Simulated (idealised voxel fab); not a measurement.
Herein follows the process module entitled voxel self aligned contacts.
cross-section cut | 285 nm wide | cells 5 nm
For the purposes of this document, a cross-section shall be understood as a grid of square cells, specified as bands listed in top-to-bottom order, each band consisting of one or more rows of cells. Quick guide to a band line: top height, bottom height (nm) up front; then every material left to right with its width in nm. Only one material and it's marked "throughout"? Then it fills the band edge to edge. And "air" just means empty space. Note: height 0 marks the level under which the wafer is uniformly one material as received. Lowest band unbounded below, written "0 down". A width such as "30..40" changes by the same amount from each row of cells to the next, from the band's top row to its bottom row. "stayed the same", as given for a step, is the statement that not any cell of the cross-section underwent a change during that step. Listed in "Cavities, closed": every empty space of 8 or more cells without an open way to the top. Form: width x height at distance, the distance being from the left edge, all in nm. Step line, after settings: the simulator's comment on this step. When a step includes a mask, the "overlay nm" setting on its line states how far to the right of its planned place that mask lay, and negative values state how far to the left. How should the pairs below be read? Each gives the cross-section before one process step and the cross-section after it, the latter drawn only to the lowest band that changed; the step that lies between them, with its settings, appears under the pair. Does a pair pick up where the pair above left off? Only where its entry headed "State on entry" says so, since pairs can come from different runs of this module on the same starting wafer.
**State on entry**
	0 down  Si throughout
	Cavities, closed: none
**after**
	0 to -5  SiO2 throughout
	Under -5: no change, same as before.
	Cavities, closed: none
Step linking the sections shown: OXIDIZE,depth nm 5
State on entry: taken from the pair above, after panel.
**after**
	20 to 0  polySi throughout
	Under 0: no change, same as before.
	Cavities, closed: none
Step linking the sections shown: DIRECTIONAL_DEP,material polySi,thk nm 20
State on entry: taken from the pair above, after panel.
**after**
	40 to 20  SiN throughout
	Under 20: no change, same as before.
	Cavities, closed: none
Step linking the sections shown: DIRECTIONAL_DEP,material SiN,thk nm 20
State on entry: taken from the pair above, after panel.
**after**
	40 to 20  air: 95, SiN: 30, air: 30, SiN: 30, air: 100
	Under 20: no change, same as before.
	Cavities, closed: none
Step linking the sections shown: MASKED_ETCH,tone cover,mask id GATE,width nm 30,pitch nm 60,etch materials SiN,depth nm 20,overlay nm 0
State on entry: taken from the pair above, after panel.
**after**
	40 to 20  air: 95, SiN: 30, air: 30, SiN: 30, air: 100
	20 to 0  air: 95, polySi: 30, air: 30, polySi: 30, air: 100
	Under 0: no change, same as before.
	Cavities, closed: none
Step linking the sections shown: MASKED_ETCH,tone cover,mask id GATE,width nm 30,pitch nm 60,etch materials polySi,depth nm 20,overlay nm 0
State on entry: taken from the pair above, after panel.
**after**
	45 to 20  air: 90, SiN: 40, air: 20, SiN: 40, air: 95
	20 to 5  air: 90, SiN: 5, polySi: 30, SiN: 5, air: 20, SiN: 5, polySi: 30, SiN: 5, air: 95
	5 to 0  SiN: 95, polySi: 30, SiN: 30, polySi: 30, SiN: 100
	Under 0: no change, same as before.
	Cavities, closed: none
Step linking the sections shown: CONFORMAL_DEP,material SiN,thk nm 5
State on entry: taken from the pair above, after panel.
**after**
	40 to 20  air: 90, SiN: 40, air: 20, SiN: 40, air: 95
	20 to 0  air: 90, SiN: 5, polySi: 30, SiN: 5, air: 20, SiN: 5, polySi: 30, SiN: 5, air: 95
	Under 0: no change, same as before.
	Cavities, closed: none
Step linking the sections shown: DIRECTIONAL_ETCH,etch materials SiN,depth nm 5
State on entry: taken from the pair above, after panel.
**after**
	55 to 40  SiO2 throughout
	40 to 20  SiO2: 90, SiN: 40, SiO2: 20, SiN: 40, SiO2: 95
	20 to 0  SiO2: 90, SiN: 5, polySi: 30, SiN: 5, SiO2: 20, SiN: 5, polySi: 30, SiN: 5, SiO2: 95
	Under 0: no change, same as before.
	Cavities, closed: none
Step linking the sections shown: FILL_DEP,material SiO2,thk nm 15
State on entry: taken from the pair above, after panel.
**after**
	45 to 40  SiO2 throughout
	Under 40: no change, same as before.
	Cavities, closed: none
Step linking the sections shown: CMP,height nm 45
State on entry: taken from the pair above, after panel.
**after**
	45 to 40  SiO2: 120, air: 40, SiO2: 125
	40 to 20  SiO2: 90, SiN: 40, air: 20, SiN: 40, SiO2: 95
	20 to 0  SiO2: 90, SiN: 5, polySi: 30, SiN: 5, air: 20, SiN: 5, polySi: 30, SiN: 5, SiO2: 95
	0 to -5  SiO2: 130, air: 20, SiO2: 135
	Under -5: no change, same as before.
	Cavities, closed: none
Step linking the sections shown: MASKED_ETCH,tone open,mask id CONTACT,width nm 40,etch materials SiO2,depth nm 50,overlay nm 0
State on entry: taken from the pair above, after panel.
**after**
	50 to 45  TiN: 125, air: 30, TiN: 130
	45 to 40  SiO2: 120, TiN: 15, air: 10, TiN: 15, SiO2: 125
	40 to 20  SiO2: 90, SiN: 40, TiN: 5, air: 10, TiN: 5, SiN: 40, SiO2: 95
	20 to 0  SiO2: 90, SiN: 5, polySi: 30, SiN: 5, TiN: 5, air: 10, TiN: 5, SiN: 5, polySi: 30, SiN: 5, SiO2: 95
	0 to -5  SiO2: 130, TiN: 20, SiO2: 135
	Under -5: no change, same as before.
	Cavities, closed: none
Step linking the sections shown: CONFORMAL_DEP,material TiN,thk nm 5
State on entry: taken from the pair above, after panel.
**after**
	60 to 50  W throughout
	50 to 45  TiN: 125, W: 30, TiN: 130
	45 to 40  SiO2: 120, TiN: 15, W: 10, TiN: 15, SiO2: 125
	40 to 20  SiO2: 90, SiN: 40, TiN: 5, W: 10, TiN: 5, SiN: 40, SiO2: 95
	20 to 0  SiO2: 90, SiN: 5, polySi: 30, SiN: 5, TiN: 5, W: 10, TiN: 5, SiN: 5, polySi: 30, SiN: 5, SiO2: 95
	Under 0: no change, same as before.
	Cavities, closed: none
Step linking the sections shown: FILL_DEP,material W,thk nm 10
State on entry: taken from the pair above, after panel.
**after**
	45 to 40  SiO2: 120, TiN: 15, W: 10, TiN: 15, SiO2: 125
	Under 40: no change, same as before.
	Cavities, closed: none
Step linking the sections shown: CMP,height nm 45
State on entry: taken from the pair above, after panel.
**after**
	50 to 45  SiN throughout
	Under 45: no change, same as before.
	Cavities, closed: none
Step linking the sections shown: CONFORMAL_DEP,material SiN,thk nm 5
**State on entry**
	0 down  Si throughout
	Cavities, closed: none
**after**
	20 to 0  polySi throughout
	Under 0: no change, same as before.
	Cavities, closed: none
Step linking the sections shown: DIRECTIONAL_DEP,material polySi,thk nm 20
State on entry: taken from the pair above, after panel.
**after**
	40 to 20  SiN throughout
	Under 20: no change, same as before.
	Cavities, closed: none
Step linking the sections shown: DIRECTIONAL_DEP,material SiN,thk nm 20
State on entry: taken from the pair above, after panel.
**after**
	40 to 20  air: 95, SiN: 30, air: 30, SiN: 30, air: 100
	Under 20: no change, same as before.
	Cavities, closed: none
Step linking the sections shown: MASKED_ETCH,tone cover,mask id GATE,width nm 30,pitch nm 60,etch materials SiN,depth nm 20,overlay nm 0
State on entry: taken from the pair above, after panel.
**after**
	40 to 20  air: 95, SiN: 30, air: 30, SiN: 30, air: 100
	20 to 0  air: 95, polySi: 30, air: 30, polySi: 30, air: 100
	Under 0: no change, same as before.
	Cavities, closed: none
Step linking the sections shown: MASKED_ETCH,tone cover,mask id GATE,width nm 30,pitch nm 60,etch materials polySi,depth nm 20,overlay nm 0
State on entry: taken from the pair above, after panel.
**after**
	45 to 20  air: 90, SiN: 40, air: 20, SiN: 40, air: 95
	20 to 5  air: 90, SiN: 5, polySi: 30, SiN: 5, air: 20, SiN: 5, polySi: 30, SiN: 5, air: 95
	5 to 0  SiN: 95, polySi: 30, SiN: 30, polySi: 30, SiN: 100
	Under 0: no change, same as before.
	Cavities, closed: none
Step linking the sections shown: CONFORMAL_DEP,material SiN,thk nm 5
State on entry: taken from the pair above, after panel.
**after**
	40 to 20  air: 90, SiN: 40, air: 20, SiN: 40, air: 95
	20 to 0  air: 90, SiN: 5, polySi: 30, SiN: 5, air: 20, SiN: 5, polySi: 30, SiN: 5, air: 95
	Under 0: no change, same as before.
	Cavities, closed: none
Step linking the sections shown: DIRECTIONAL_ETCH,etch materials SiN,depth nm 5
State on entry: taken from the pair above, after panel.
**after**
	55 to 40  SiO2 throughout
	40 to 20  SiO2: 90, SiN: 40, SiO2: 20, SiN: 40, SiO2: 95
	20 to 0  SiO2: 90, SiN: 5, polySi: 30, SiN: 5, SiO2: 20, SiN: 5, polySi: 30, SiN: 5, SiO2: 95
	Under 0: no change, same as before.
	Cavities, closed: none
Step linking the sections shown: FILL_DEP,material SiO2,thk nm 15
State on entry: taken from the pair above, after panel.
**after**
	45 to 40  SiO2 throughout
	Under 40: no change, same as before.
	Cavities, closed: none
Step linking the sections shown: CMP,height nm 45
State on entry: taken from the pair above, after panel.
**after**
	45 to 40  SiO2: 120, air: 40, SiO2: 125
	40 to 20  SiO2: 90, SiN: 40, air: 20, SiN: 40, SiO2: 95
	20 to 0  SiO2: 90, SiN: 5, polySi: 30, SiN: 5, air: 20, SiN: 5, polySi: 30, SiN: 5, SiO2: 95
	Under 0: no change, same as before.
	Cavities, closed: none
Step linking the sections shown: MASKED_ETCH,tone open,mask id CONTACT,width nm 40,etch materials SiO2,depth nm 50,overlay nm 0
State on entry: taken from the pair above, after panel.
**after**
	50 to 45  TiN: 125, air: 30, TiN: 130
	45 to 40  SiO2: 120, TiN: 15, air: 10, TiN: 15, SiO2: 125
	40 to 20  SiO2: 90, SiN: 40, TiN: 5, air: 10, TiN: 5, SiN: 40, SiO2: 95
	20 to 5  SiO2: 90, SiN: 5, polySi: 30, SiN: 5, TiN: 5, air: 10, TiN: 5, SiN: 5, polySi: 30, SiN: 5, SiO2: 95
	5 to 0  SiO2: 90, SiN: 5, polySi: 30, SiN: 5, TiN: 20, SiN: 5, polySi: 30, SiN: 5, SiO2: 95
	Under 0: no change, same as before.
	Cavities, closed: none
Step linking the sections shown: CONFORMAL_DEP,material TiN,thk nm 5
State on entry: taken from the pair above, after panel.
**after**
	60 to 50  W throughout
	50 to 45  TiN: 125, W: 30, TiN: 130
	45 to 40  SiO2: 120, TiN: 15, W: 10, TiN: 15, SiO2: 125
	40 to 20  SiO2: 90, SiN: 40, TiN: 5, W: 10, TiN: 5, SiN: 40, SiO2: 95
	20 to 5  SiO2: 90, SiN: 5, polySi: 30, SiN: 5, TiN: 5, W: 10, TiN: 5, SiN: 5, polySi: 30, SiN: 5, SiO2: 95
	Under 5: no change, same as before.
	Cavities, closed: none
Step linking the sections shown: FILL_DEP,material W,thk nm 10
State on entry: taken from the pair above, after panel.
**after**
	45 to 40  SiO2: 120, TiN: 15, W: 10, TiN: 15, SiO2: 125
	Under 40: no change, same as before.
	Cavities, closed: none
Step linking the sections shown: CMP,height nm 45
State on entry: taken from the pair above, after panel.
**after**
	50 to 45  SiN throughout
	Under 45: no change, same as before.
	Cavities, closed: none
Step linking the sections shown: CONFORMAL_DEP,material SiN,thk nm 5
**State on entry**
	20 to 0  polySi throughout
	0 to -5  SiO2 throughout
	-5 down  Si throughout
	Cavities, closed: none
**after**
	40 to 0  polySi throughout
	Under 0: no change, same as before.
	Cavities, closed: none
Step linking the sections shown: DIRECTIONAL_DEP,material polySi,thk nm 20
State on entry: taken from the pair above, after panel.
**after**
	60 to 40  SiN throughout
	Under 40: no change, same as before.
	Cavities, closed: none
Step linking the sections shown: DIRECTIONAL_DEP,material SiN,thk nm 20
State on entry: taken from the pair above, after panel.
**after**
	60 to 40  air: 95, SiN: 30, air: 30, SiN: 30, air: 100
	Under 40: no change, same as before.
	Cavities, closed: none
Step linking the sections shown: MASKED_ETCH,tone cover,mask id GATE,width nm 30,pitch nm 60,etch materials SiN,depth nm 20,overlay nm 0
State on entry: taken from the pair above, after panel.
**after**
	60 to 40  air: 95, SiN: 30, air: 30, SiN: 30, air: 100
	40 to 20  air: 95, polySi: 30, air: 30, polySi: 30, air: 100
	Under 20: no change, same as before.
	Cavities, closed: none
Step linking the sections shown: MASKED_ETCH,tone cover,mask id GATE,width nm 30,pitch nm 60,etch materials polySi,depth nm 20,overlay nm 0
State on entry: taken from the pair above, after panel.
**after**
	65 to 40  air: 90, SiN: 40, air: 20, SiN: 40, air: 95
	40 to 25  air: 90, SiN: 5, polySi: 30, SiN: 5, air: 20, SiN: 5, polySi: 30, SiN: 5, air: 95
	25 to 20  SiN: 95, polySi: 30, SiN: 30, polySi: 30, SiN: 100
	Under 20: no change, same as before.
	Cavities, closed: none
Step linking the sections shown: CONFORMAL_DEP,material SiN,thk nm 5
State on entry: taken from the pair above, after panel.
**after**
	60 to 40  air: 90, SiN: 40, air: 20, SiN: 40, air: 95
	40 to 20  air: 90, SiN: 5, polySi: 30, SiN: 5, air: 20, SiN: 5, polySi: 30, SiN: 5, air: 95
	Under 20: no change, same as before.
	Cavities, closed: none
Step linking the sections shown: DIRECTIONAL_ETCH,etch materials SiN,depth nm 5
State on entry: taken from the pair above, after panel.
**after**
	75 to 60  SiO2 throughout
	60 to 40  SiO2: 90, SiN: 40, SiO2: 20, SiN: 40, SiO2: 95
	40 to 20  SiO2: 90, SiN: 5, polySi: 30, SiN: 5, SiO2: 20, SiN: 5, polySi: 30, SiN: 5, SiO2: 95
	Under 20: no change, same as before.
	Cavities, closed: none
Step linking the sections shown: FILL_DEP,material SiO2,thk nm 15
State on entry: taken from the pair above, after panel.
**after**
	45 to 40  SiO2: 90, SiN: 40, SiO2: 20, SiN: 40, SiO2: 95
	Under 40: no change, same as before.
	Cavities, closed: none
Step linking the sections shown: CMP,height nm 45
State on entry: taken from the pair above, after panel.
**after**
	45 to 40  SiO2: 90, SiN: 40, air: 20, SiN: 40, SiO2: 95
	40 to 20  SiO2: 90, SiN: 5, polySi: 30, SiN: 5, air: 20, SiN: 5, polySi: 30, SiN: 5, SiO2: 95
	Under 20: no change, same as before.
	Cavities, closed: none
Step linking the sections shown: MASKED_ETCH,tone open,mask id CONTACT,width nm 40,etch materials SiO2,depth nm 50,overlay nm 0
State on entry: taken from the pair above, after panel.
**after**
	50 to 45  TiN: 135, air: 10, TiN: 140
	45 to 40  SiO2: 90, SiN: 40, TiN: 5, air: 10, TiN: 5, SiN: 40, SiO2: 95
	40 to 25  SiO2: 90, SiN: 5, polySi: 30, SiN: 5, TiN: 5, air: 10, TiN: 5, SiN: 5, polySi: 30, SiN: 5, SiO2: 95
	25 to 20  SiO2: 90, SiN: 5, polySi: 30, SiN: 5, TiN: 20, SiN: 5, polySi: 30, SiN: 5, SiO2: 95
	Under 20: no change, same as before.
	Cavities, closed: none
Step linking the sections shown: CONFORMAL_DEP,material TiN,thk nm 5
State on entry: taken from the pair above, after panel.
**after**
	60 to 50  W throughout
	50 to 45  TiN: 135, W: 10, TiN: 140
	45 to 40  SiO2: 90, SiN: 40, TiN: 5, W: 10, TiN: 5, SiN: 40, SiO2: 95
	40 to 25  SiO2: 90, SiN: 5, polySi: 30, SiN: 5, TiN: 5, W: 10, TiN: 5, SiN: 5, polySi: 30, SiN: 5, SiO2: 95
	Under 25: no change, same as before.
	Cavities, closed: none
Step linking the sections shown: FILL_DEP,material W,thk nm 10
State on entry: taken from the pair above, after panel.
**after**
	45 to 40  SiO2: 90, SiN: 40, TiN: 5, W: 10, TiN: 5, SiN: 40, SiO2: 95
	Under 40: no change, same as before.
	Cavities, closed: none
Step linking the sections shown: CMP,height nm 45
State on entry: taken from the pair above, after panel.
**after**
	50 to 45  SiN throughout
	Under 45: no change, same as before.
	Cavities, closed: none
Step linking the sections shown: CONFORMAL_DEP,material SiN,thk nm 5
**State on entry**
	0 to -5  SiO2 throughout
	-5 down  Si throughout
	Cavities, closed: none
**after**
	20 to 0  SiN throughout
	Under 0: no change, same as before.
	Cavities, closed: none
Step linking the sections shown: DIRECTIONAL_DEP,material SiN,thk nm 20
State on entry: taken from the pair above, after panel.
**after**
	40 to 20  polySi throughout
	Under 20: no change, same as before.
	Cavities, closed: none
Step linking the sections shown: DIRECTIONAL_DEP,material polySi,thk nm 20
State on entry: taken from the pair above, after panel.
**after**
	40 to 20  air: 95, polySi: 30, air: 30, polySi: 30, air: 100
	Under 20: no change, same as before.
	Cavities, closed: none
Step linking the sections shown: MASKED_ETCH,tone cover,mask id GATE,width nm 30,pitch nm 60,etch materials polySi,depth nm 20,overlay nm 0
State on entry: taken from the pair above, after panel.
**after**
	45 to 40  air: 90, SiN: 40, air: 20, SiN: 40, air: 95
	40 to 25  air: 90, SiN: 5, polySi: 30, SiN: 5, air: 20, SiN: 5, polySi: 30, SiN: 5, air: 95
	25 to 20  SiN: 95, polySi: 30, SiN: 30, polySi: 30, SiN: 100
	Under 20: no change, same as before.
	Cavities, closed: none
Step linking the sections shown: CONFORMAL_DEP,material SiN,thk nm 5
State on entry: taken from the pair above, after panel.
**after**
	40 to 20  air: 90, SiN: 5, polySi: 30, SiN: 5, air: 20, SiN: 5, polySi: 30, SiN: 5, air: 95
	Under 20: no change, same as before.
	Cavities, closed: none
Step linking the sections shown: DIRECTIONAL_ETCH,etch materials SiN,depth nm 5
State on entry: taken from the pair above, after panel.
**after**
	55 to 40  SiO2 throughout
	40 to 20  SiO2: 90, SiN: 5, polySi: 30, SiN: 5, SiO2: 20, SiN: 5, polySi: 30, SiN: 5, SiO2: 95
	Under 20: no change, same as before.
	Cavities, closed: none
Step linking the sections shown: FILL_DEP,material SiO2,thk nm 15
State on entry: taken from the pair above, after panel.
**after**
	45 to 40  SiO2 throughout
	Under 40: no change, same as before.
	Cavities, closed: none
Step linking the sections shown: CMP,height nm 45
State on entry: taken from the pair above, after panel.
**after**
	45 to 40  SiO2: 120, air: 40, SiO2: 125
	40 to 20  SiO2: 90, SiN: 5, polySi: 30, SiN: 5, air: 20, SiN: 5, polySi: 30, SiN: 5, SiO2: 95
	Under 20: no change, same as before.
	Cavities, closed: none
Step linking the sections shown: MASKED_ETCH,tone open,mask id CONTACT,width nm 40,etch materials SiO2,depth nm 50,overlay nm 0
State on entry: taken from the pair above, after panel.
**after**
	50 to 45  TiN: 125, air: 30, TiN: 130
	45 to 40  SiO2: 120, TiN: 15, air: 10, TiN: 15, SiO2: 125
	40 to 25  SiO2: 90, SiN: 5, polySi: 30, SiN: 5, TiN: 5, air: 10, TiN: 5, SiN: 5, polySi: 30, SiN: 5, SiO2: 95
	25 to 20  SiO2: 90, SiN: 5, polySi: 30, SiN: 5, TiN: 20, SiN: 5, polySi: 30, SiN: 5, SiO2: 95
	Under 20: no change, same as before.
	Cavities, closed: none
Step linking the sections shown: CONFORMAL_DEP,material TiN,thk nm 5
State on entry: taken from the pair above, after panel.
**after**
	60 to 50  W throughout
	50 to 45  TiN: 125, W: 30, TiN: 130
	45 to 40  SiO2: 120, TiN: 15, W: 10, TiN: 15, SiO2: 125
	40 to 25  SiO2: 90, SiN: 5, polySi: 30, SiN: 5, TiN: 5, W: 10, TiN: 5, SiN: 5, polySi: 30, SiN: 5, SiO2: 95
	Under 25: no change, same as before.
	Cavities, closed: none
Step linking the sections shown: FILL_DEP,material W,thk nm 10
State on entry: taken from the pair above, after panel.
**after**
	45 to 40  SiO2: 120, TiN: 15, W: 10, TiN: 15, SiO2: 125
	Under 40: no change, same as before.
	Cavities, closed: none
Step linking the sections shown: CMP,height nm 45
State on entry: taken from the pair above, after panel.
**after**
	50 to 45  SiN throughout
	Under 45: no change, same as before.
	Cavities, closed: none
Step linking the sections shown: CONFORMAL_DEP,material SiN,thk nm 5
**State on entry**
	0 to -5  SiO2 throughout
	-5 down  Si throughout
	Cavities, closed: none
**after**
	10 to 0  polySi throughout
	Under 0: no change, same as before.
	Cavities, closed: none
Step linking the sections shown: DIRECTIONAL_DEP,material polySi,thk nm 10
State on entry: taken from the pair above, after panel.
**after**
	30 to 10  SiN throughout
	Under 10: no change, same as before.
	Cavities, closed: none
Step linking the sections shown: DIRECTIONAL_DEP,material SiN,thk nm 20
State on entry: taken from the pair above, after panel.
**after**
	30 to 10  air: 95, SiN: 30, air: 30, SiN: 30, air: 100
	Under 10: no change, same as before.
	Cavities, closed: none
Step linking the sections shown: MASKED_ETCH,tone cover,mask id GATE,width nm 30,pitch nm 60,etch materials SiN,depth nm 20,overlay nm 0
State on entry: taken from the pair above, after panel.
**after**
	30 to 10  air: 95, SiN: 30, air: 30, SiN: 30, air: 100
	10 to 0  air: 95, polySi: 30, air: 30, polySi: 30, air: 100
	Under 0: no change, same as before.
	Cavities, closed: none
Step linking the sections shown: MASKED_ETCH,tone cover,mask id GATE,width nm 30,pitch nm 60,etch materials polySi,depth nm 20,overlay nm 0
State on entry: taken from the pair above, after panel.
**after**
	35 to 10  air: 90, SiN: 40, air: 20, SiN: 40, air: 95
	10 to 5  air: 90, SiN: 5, polySi: 30, SiN: 5, air: 20, SiN: 5, polySi: 30, SiN: 5, air: 95
	5 to 0  SiN: 95, polySi: 30, SiN: 30, polySi: 30, SiN: 100
	Under 0: no change, same as before.
	Cavities, closed: none
Step linking the sections shown: CONFORMAL_DEP,material SiN,thk nm 5
State on entry: taken from the pair above, after panel.
**after**
	30 to 10  air: 90, SiN: 40, air: 20, SiN: 40, air: 95
	10 to 0  air: 90, SiN: 5, polySi: 30, SiN: 5, air: 20, SiN: 5, polySi: 30, SiN: 5, air: 95
	Under 0: no change, same as before.
	Cavities, closed: none
Step linking the sections shown: DIRECTIONAL_ETCH,etch materials SiN,depth nm 5
State on entry: taken from the pair above, after panel.
**after**
	45 to 30  SiO2 throughout
	30 to 10  SiO2: 90, SiN: 40, SiO2: 20, SiN: 40, SiO2: 95
	10 to 0  SiO2: 90, SiN: 5, polySi: 30, SiN: 5, SiO2: 20, SiN: 5, polySi: 30, SiN: 5, SiO2: 95
	Under 0: no change, same as before.
	Cavities, closed: none
Step linking the sections shown: FILL_DEP,material SiO2,thk nm 15
State on entry: taken from the pair above, after panel.
**after**
	45 to 30  SiO2: 120, air: 40, SiO2: 125
	30 to 10  SiO2: 90, SiN: 40, air: 20, SiN: 40, SiO2: 95
	10 to 0  SiO2: 90, SiN: 5, polySi: 30, SiN: 5, air: 20, SiN: 5, polySi: 30, SiN: 5, SiO2: 95
	0 to -5  SiO2: 130, air: 20, SiO2: 135
	Under -5: no change, same as before.
	Cavities, closed: none
Step linking the sections shown: MASKED_ETCH,tone open,mask id CONTACT,width nm 40,etch materials SiO2,depth nm 50,overlay nm 0
State on entry: taken from the pair above, after panel.
**after**
	50 to 45  TiN: 125, air: 30, TiN: 130
	45 to 35  SiO2: 120, TiN: 5, air: 30, TiN: 5, SiO2: 125
	35 to 30  SiO2: 120, TiN: 15, air: 10, TiN: 15, SiO2: 125
	30 to 10  SiO2: 90, SiN: 40, TiN: 5, air: 10, TiN: 5, SiN: 40, SiO2: 95
	10 to 0  SiO2: 90, SiN: 5, polySi: 30, SiN: 5, TiN: 5, air: 10, TiN: 5, SiN: 5, polySi: 30, SiN: 5, SiO2: 95
	0 to -5  SiO2: 130, TiN: 20, SiO2: 135
	Under -5: no change, same as before.
	Cavities, closed: none
Step linking the sections shown: CONFORMAL_DEP,material TiN,thk nm 5
State on entry: taken from the pair above, after panel.
**after**
	60 to 50  W throughout
	50 to 45  TiN: 125, W: 30, TiN: 130
	45 to 35  SiO2: 120, TiN: 5, W: 30, TiN: 5, SiO2: 125
	35 to 30  SiO2: 120, TiN: 15, W: 10, TiN: 15, SiO2: 125
	30 to 10  SiO2: 90, SiN: 40, TiN: 5, W: 10, TiN: 5, SiN: 40, SiO2: 95
	10 to 0  SiO2: 90, SiN: 5, polySi: 30, SiN: 5, TiN: 5, W: 10, TiN: 5, SiN: 5, polySi: 30, SiN: 5, SiO2: 95
	Under 0: no change, same as before.
	Cavities, closed: none
Step linking the sections shown: FILL_DEP,material W,thk nm 10
State on entry: taken from the pair above, after panel.
**after**
	45 to 35  SiO2: 120, TiN: 5, W: 30, TiN: 5, SiO2: 125
	Under 35: no change, same as before.
	Cavities, closed: none
Step linking the sections shown: CMP,height nm 45
State on entry: taken from the pair above, after panel.
**after**
	50 to 45  SiN throughout
	Under 45: no change, same as before.
	Cavities, closed: none
Step linking the sections shown: CONFORMAL_DEP,material SiN,thk nm 5
**State on entry**
	45 to 40  SiO2 throughout
	40 to 20  SiO2: 90, SiN: 40, SiO2: 20, SiN: 40, SiO2: 95
	20 to 0  SiO2: 90, SiN: 5, polySi: 30, SiN: 5, SiO2: 20, SiN: 5, polySi: 30, SiN: 5, SiO2: 95
	0 to -5  SiO2 throughout
	-5 down  Si throughout
	Cavities, closed: none
**after**
	45 to 40  SiO2: 120, air: 45, SiO2: 120
	40 to 20  SiO2: 90, SiN: 40, air: 20, SiN: 40, SiO2: 95
	20 to 0  SiO2: 90, SiN: 5, polySi: 30, SiN: 5, air: 20, SiN: 5, polySi: 30, SiN: 5, SiO2: 95
	0 to -5  SiO2: 130, air: 20, SiO2: 135
	Under -5: no change, same as before.
	Cavities, closed: none
Step linking the sections shown: MASKED_ETCH,tone open,mask id CONTACT,width nm 45,etch materials SiO2,depth nm 50,overlay nm 0
State on entry: taken from the pair above, after panel.
**after**
	50 to 45  TiN: 125, air: 35, TiN: 125
	45 to 40  SiO2: 120, TiN: 15, air: 10, TiN: 20, SiO2: 120
	40 to 20  SiO2: 90, SiN: 40, TiN: 5, air: 10, TiN: 5, SiN: 40, SiO2: 95
	20 to 0  SiO2: 90, SiN: 5, polySi: 30, SiN: 5, TiN: 5, air: 10, TiN: 5, SiN: 5, polySi: 30, SiN: 5, SiO2: 95
	0 to -5  SiO2: 130, TiN: 20, SiO2: 135
	Under -5: no change, same as before.
	Cavities, closed: none
Step linking the sections shown: CONFORMAL_DEP,material TiN,thk nm 5
State on entry: taken from the pair above, after panel.
**after**
	60 to 50  W throughout
	50 to 45  TiN: 125, W: 35, TiN: 125
	45 to 40  SiO2: 120, TiN: 15, W: 10, TiN: 20, SiO2: 120
	40 to 20  SiO2: 90, SiN: 40, TiN: 5, W: 10, TiN: 5, SiN: 40, SiO2: 95
	20 to 0  SiO2: 90, SiN: 5, polySi: 30, SiN: 5, TiN: 5, W: 10, TiN: 5, SiN: 5, polySi: 30, SiN: 5, SiO2: 95
	Under 0: no change, same as before.
	Cavities, closed: none
Step linking the sections shown: FILL_DEP,material W,thk nm 10
State on entry: taken from the pair above, after panel.
**after**
	45 to 40  SiO2: 120, TiN: 15, W: 10, TiN: 20, SiO2: 120
	Under 40: no change, same as before.
	Cavities, closed: none
Step linking the sections shown: CMP,height nm 45
State on entry: taken from the pair above, after panel.
**after**
	50 to 45  SiN throughout
	Under 45: no change, same as before.
	Cavities, closed: none
Step linking the sections shown: CONFORMAL_DEP,material SiN,thk nm 5
**State on entry**
	40 to 20  air: 95, SiN: 30, air: 30, SiN: 30, air: 100
	20 to 0  polySi throughout
	0 to -5  SiO2 throughout
	-5 down  Si throughout
	Cavities, closed: none
**after**
	40 to 20  air: 95, SiN: 30, air: 30, SiN: 30, air: 100
	20 to 0  air: 95, polySi: 40, air: 20, polySi: 40, air: 90
	Under 0: no change, same as before.
	Cavities, closed: none
Step linking the sections shown: MASKED_ETCH,tone cover,mask id GATE,width nm 30,pitch nm 60,etch materials polySi,depth nm 20,overlay nm 10
State on entry: taken from the pair above, after panel.
**after**
	45 to 25  air: 90, SiN: 40, air: 20, SiN: 40, air: 95
	25 to 20  air: 90, SiN: 50, air: 10, SiN: 50, air: 85
	20 to 5  air: 90, SiN: 5, polySi: 40, SiN: 5, air: 10, SiN: 5, polySi: 40, SiN: 5, air: 85
	5 to 0  SiN: 95, polySi: 40, SiN: 20, polySi: 40, SiN: 90
	Under 0: no change, same as before.
	Cavities, closed: none
Step linking the sections shown: CONFORMAL_DEP,material SiN,thk nm 5
State on entry: taken from the pair above, after panel.
**after**
	40 to 20  air: 90, SiN: 40, air: 20, SiN: 40, air: 95
	20 to 0  air: 90, SiN: 5, polySi: 40, SiN: 5, air: 10, SiN: 5, polySi: 40, SiN: 5, air: 85
	Under 0: no change, same as before.
	Cavities, closed: none
Step linking the sections shown: DIRECTIONAL_ETCH,etch materials SiN,depth nm 5
State on entry: taken from the pair above, after panel.
**after**
	55 to 40  SiO2 throughout
	40 to 20  SiO2: 90, SiN: 40, SiO2: 20, SiN: 40, SiO2: 95
	20 to 0  SiO2: 90, SiN: 5, polySi: 40, SiN: 5, SiO2: 10, SiN: 5, polySi: 40, SiN: 5, SiO2: 85
	Under 0: no change, same as before.
	Cavities, closed: none
Step linking the sections shown: FILL_DEP,material SiO2,thk nm 15
State on entry: taken from the pair above, after panel.
**after**
	45 to 40  SiO2 throughout
	Under 40: no change, same as before.
	Cavities, closed: none
Step linking the sections shown: CMP,height nm 45
State on entry: taken from the pair above, after panel.
**after**
	45 to 40  SiO2: 120, air: 40, SiO2: 125
	40 to 20  SiO2: 90, SiN: 40, air: 20, SiN: 40, SiO2: 95
	20 to 0  SiO2: 90, SiN: 5, polySi: 40, SiN: 5, air: 10, SiN: 5, polySi: 40, SiN: 5, SiO2: 85
	0 to -5  SiO2: 140, air: 10, SiO2: 135
	Under -5: no change, same as before.
	Cavities, closed: none
Step linking the sections shown: MASKED_ETCH,tone open,mask id CONTACT,width nm 40,etch materials SiO2,depth nm 50,overlay nm 0
State on entry: taken from the pair above, after panel.
**after**
	50 to 45  TiN: 125, air: 30, TiN: 130
	45 to 40  SiO2: 120, TiN: 15, air: 10, TiN: 15, SiO2: 125
	40 to 25  SiO2: 90, SiN: 40, TiN: 5, air: 10, TiN: 5, SiN: 40, SiO2: 95
	25 to 20  SiO2: 90, SiN: 40, TiN: 20, SiN: 40, SiO2: 95
	20 to 0  SiO2: 90, SiN: 5, polySi: 40, SiN: 5, TiN: 10, SiN: 5, polySi: 40, SiN: 5, SiO2: 85
	0 to -5  SiO2: 140, TiN: 10, SiO2: 135
	Under -5: no change, same as before.
	Cavities, closed: none
Step linking the sections shown: CONFORMAL_DEP,material TiN,thk nm 5
State on entry: taken from the pair above, after panel.
**after**
	60 to 50  W throughout
	50 to 45  TiN: 125, W: 30, TiN: 130
	45 to 40  SiO2: 120, TiN: 15, W: 10, TiN: 15, SiO2: 125
	40 to 25  SiO2: 90, SiN: 40, TiN: 5, W: 10, TiN: 5, SiN: 40, SiO2: 95
	Under 25: no change, same as before.
	Cavities, closed: none
Step linking the sections shown: FILL_DEP,material W,thk nm 10
State on entry: taken from the pair above, after panel.
**after**
	45 to 40  SiO2: 120, TiN: 15, W: 10, TiN: 15, SiO2: 125
	Under 40: no change, same as before.
	Cavities, closed: none
Step linking the sections shown: CMP,height nm 45
